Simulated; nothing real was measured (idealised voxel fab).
The process module that follows is named voxel self aligned contacts.
The cross-section shown here is cut; it is 250 nm wide and divided into square cells measuring 5 nm on a side.
Cross-sections here: square-cell grids, written as top-down lists of bands, a band being one or more rows of cells.
Top height, bottom height, nm. Materials left to right, width each, nm. Single material + "edge to edge" = fills band edge to edge. "empty" = empty.
A quick word on heights: they are counted from 0, and under that level the wafer as it came to us is one material throughout. The lowest band is different from the rest in having no bottom; it simply continues downward, written as in "0 -> down".
When a width is written as two numbers, as in "30..40", the first number is the width in the top row of cells of the band and the second is the width in its bottom row, and the width changes by the same amount from each row to the next.
Given "no modification" for a step, no cell of the cross-section differs between before and after that step.
"Unvented cavities" - sealed voids, min. 8 cells, no opening to top; format: width x height at distance (distance from left edge; nm throughout).
Step line, after settings: the simulator's comment on this step.
A step line may carry the setting "overlay nm", which, for steps involving a mask, states the distance by which the mask lay to the right of its intended position; negative values denote displacement to the left.

**Set out below are the planned steps of the process**
1: RECEIVE [material Si]
2: OXIDIZE [depth nm 5]
3: DIRECTIONAL_DEP [material polySi] [thk nm 25]
4: DIRECTIONAL_DEP [material SiN] [thk nm 25]
5: DIRECTIONAL_DEP [material aC] [thk nm 15]
6: PATTERN [tone cover] [mask id GATE] [material resist] [width nm 35] [pitch nm 75] [thk nm 35] [overlay nm 0]
7: DIRECTIONAL_ETCH [etch materials aC] [depth nm 15]
8: STRIP [etch materials resist]
9: DIRECTIONAL_ETCH [etch materials SiN] [depth nm 25]
10: DIRECTIONAL_ETCH [etch materials polySi] [depth nm 25]
11: STRIP [etch materials aC]
12: CONFORMAL_DEP [material SiN] [thk nm 10]
13: DIRECTIONAL_ETCH [etch materials SiN] [depth nm 10]
14: FILL_DEP [material SiO2] [thk nm 15]
15: CMP [height nm 55]
16: MASKED_ETCH [tone open] [mask id CONTACT] [width nm 60] [etch materials SiO2] [depth nm 60] [overlay nm 0]
17: CONFORMAL_DEP [material TiN] [thk nm 5]
18: FILL_DEP [material Ru] [thk nm 5]
19: CMP [height nm 55]
20: CONFORMAL_DEP [material SiN] [thk nm 5]

**Delivered wafer in cross-section: state after step 1**
> 0 -> down  Si edge to edge
> Unvented cavities: none

**One mistake in running the module, otherwise start and plan as above: cross-section at the end**
> 60 -> 55  SiN edge to edge
> 55 -> 50  95 of SiO2, 20 of TiN, 20 of Ru, 20 of TiN, 95 of SiO2
> 50 -> 25  65 of SiO2, 45 of SiN, 5 of TiN, 20 of Ru, 5 of TiN, 45 of SiN, 65 of SiO2
> 25 -> 0  65 of SiO2, 10 of SiN, 25 of polySi, 10 of SiN, 5 of TiN, 20 of Ru, 5 of TiN, 10 of SiN, 25 of polySi, 10 of SiN, 65 of SiO2
> 0 -> -5  110 of SiO2, 30 of TiN, 110 of SiO2
> -5 -> down  Si edge to edge
> Unvented cavities: none
Where did the run depart from the plan? contrary to plan, step 6 was performed as PATTERN [tone cover] [mask id GATE] [material resist] [width nm 25] [pitch nm 75] [thk nm 35] [overlay nm 0]
